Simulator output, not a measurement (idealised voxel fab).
The name of this process module is voxel wiring stack.
The figure presents cross-section cut, which has a width of 180 nm and is divided into square cells with an edge length of 5 nm.
This document writes a cross-section as a grid whose cells are square, and gives it as bands, listed from the top down; one or more rows of cells form a band.
Look at the band entry: it leads with the top's height and the bottom's height in nm. Then it lists the materials left to right, with a width in nm for each. The word "everywhere" on a single material says that material fills the band edge to edge. The word "empty" is empty space.
All heights in this document are referenced to 0, defined as the level beneath which the wafer, as received, consists entirely of one material. The lowest band is not bounded below; it extends indefinitely downward and is written in the form "0..down".
When a width is written as two numbers, as in "30..40", the first number is the width in the top row of cells of the band and the second is the width in its bottom row, and the width changes by the same amount from each row to the next.
Step note "no modifications" = no cross-section cell changed.
The list in "Trapped void list" covers empty spaces of 8 cells or more that cannot reach the top through any open way, and it gives each as width x height at distance; the distance is from the left edge, and width, height and distance are in nm.
On each step's line, the part that comes after the settings is the simulator's own comment on the step.
Regarding "overlay nm": on a step with a mask, it is the distance the mask lay to the right of its planned place; a negative value places it to the left.

### Below is the list of planned process steps
1 RECEIVE with material Si
2 CONFORMAL_DEP with material SiO2, thk nm 10
3 DIRECTIONAL_DEP with material TiN, thk nm 5
4 DIRECTIONAL_DEP with material W, thk nm 25
5 DIRECTIONAL_DEP with material aC, thk nm 10
6 PATTERN with tone cover, mask id METAL_1, material resist, width nm 25, pitch nm 45, thk nm 30, overlay nm 0
7 DIRECTIONAL_ETCH with etch materials aC, depth nm 10
8 STRIP with etch materials resist
9 DIRECTIONAL_ETCH with etch materials W, depth nm 25
10 DIRECTIONAL_ETCH with etch materials TiN, depth nm 5
11 STRIP with etch materials aC
12 CONFORMAL_DEP with material SiN, thk nm 5
13 FILL_DEP with material lowk, thk nm 10
14 CMP with height nm 30
15 CONFORMAL_DEP with material SiCN, thk nm 5
16 DIRECTIONAL_DEP with material lowk, thk nm 30
17 DIRECTIONAL_DEP with material aC, thk nm 15
18 PATTERN with tone open, mask id METAL_2_HOLES, material resist, width nm 15, pitch nm 45, thk nm 35, overlay nm 0
19 DIRECTIONAL_ETCH with etch materials aC, depth nm 15
20 STRIP with etch materials resist
21 DIRECTIONAL_ETCH with etch materials lowk, depth nm 30
22 STRIP with etch materials aC
23 DIRECTIONAL_DEP with material aC, thk nm 15
24 PATTERN with tone open, mask id METAL_2, material resist, width nm 25, pitch nm 45, thk nm 30, overlay nm 0
25 DIRECTIONAL_ETCH with etch materials aC, depth nm 15
26 STRIP with etch materials resist
27 DIRECTIONAL_ETCH with etch materials lowk, depth nm 20
28 DIRECTIONAL_ETCH with etch materials SiCN, depth nm 5
29 STRIP with etch materials aC
30 CONFORMAL_DEP with material TiN, thk nm 5
31 FILL_DEP with material Cu, thk nm 5
32 CMP with height nm 75
33 CONFORMAL_DEP with material SiCN, thk nm 5
34 DIRECTIONAL_DEP with material lowk, thk nm 25
35 DIRECTIONAL_DEP with material aC, thk nm 10
36 PATTERN with tone open, mask id METAL_3_HOLES, material resist, width nm 15, thk nm 25, overlay nm 0
37 DIRECTIONAL_ETCH with etch materials aC, depth nm 10
38 STRIP with etch materials resist
39 DIRECTIONAL_ETCH with etch materials lowk, depth nm 25
40 STRIP with etch materials aC
41 PATTERN with tone open, mask id METAL_3, material resist, width nm 25, pitch nm 45, thk nm 20, overlay nm 0
42 DIRECTIONAL_ETCH with etch materials lowk, depth nm 15
43 DIRECTIONAL_ETCH with etch materials SiCN, depth nm 5
44 STRIP with etch materials resist
45 CONFORMAL_DEP with material TiN, thk nm 5
46 FILL_DEP with material Cu, thk nm 10
47 CMP with height nm 105
48 CONFORMAL_DEP with material SiCN, thk nm 5
49 DIRECTIONAL_DEP with material SiO2, thk nm 25
50 MASKED_ETCH with tone open, mask id METAL_4_HOLES, width nm 15, etch materials SiO2, depth nm 25, overlay nm 0
51 DIRECTIONAL_DEP with material aC, thk nm 15
52 PATTERN with tone open, mask id METAL_4, material resist, width nm 25, pitch nm 45, thk nm 35, overlay nm 0
53 DIRECTIONAL_ETCH with etch materials aC, depth nm 15
54 STRIP with etch materials resist
55 DIRECTIONAL_ETCH with etch materials SiO2, depth nm 15
56 DIRECTIONAL_ETCH with etch materials SiCN, depth nm 5
57 STRIP with etch materials aC
58 CONFORMAL_DEP with material TiN, thk nm 5
59 FILL_DEP with material Cu, thk nm 5
60 CMP with height nm 135
61 CONFORMAL_DEP with material SiCN, thk nm 5
Split variable: height nm, step 14. Plan value = first wafer. Wafers start alike.

### First wafer of several, as received: cross-section after step 1
0..down | Si everywhere
Trapped void list: none

### Note: the following table is arranged by wafer, a row apiece. Each row reports the end-of-module state: per material, cells gained (+) or cells lost (-) compared with the wafer as received; closed voids follow
height nm 30, +96 Cu, +132 SiCN, +38 SiN, +216 SiO2, +122 TiN, +30 W, +374 lowk, Trapped void list: none
height nm 35, +60 Cu, +132 SiCN, +42 SiN, +216 SiO2, +122 TiN, +40 W, +396 lowk, Trapped void list: none
height nm 40, +54 Cu, +132 SiCN, +46 SiN, +216 SiO2, +92 TiN, +50 W, +418 lowk, Trapped void list: none
height nm 45, +48 Cu, +132 SiCN, +60 SiN, +216 SiO2, +88 TiN, +50 W, +414 lowk, Trapped void list: none
height nm 50, +42 Cu, +132 SiCN, +60 SiN, +216 SiO2, +84 TiN, +50 W, +424 lowk, Trapped void list: none
height nm 55, +36 Cu, +132 SiCN, +60 SiN, +216 SiO2, +80 TiN, +50 W, +434 lowk, Trapped void list: none
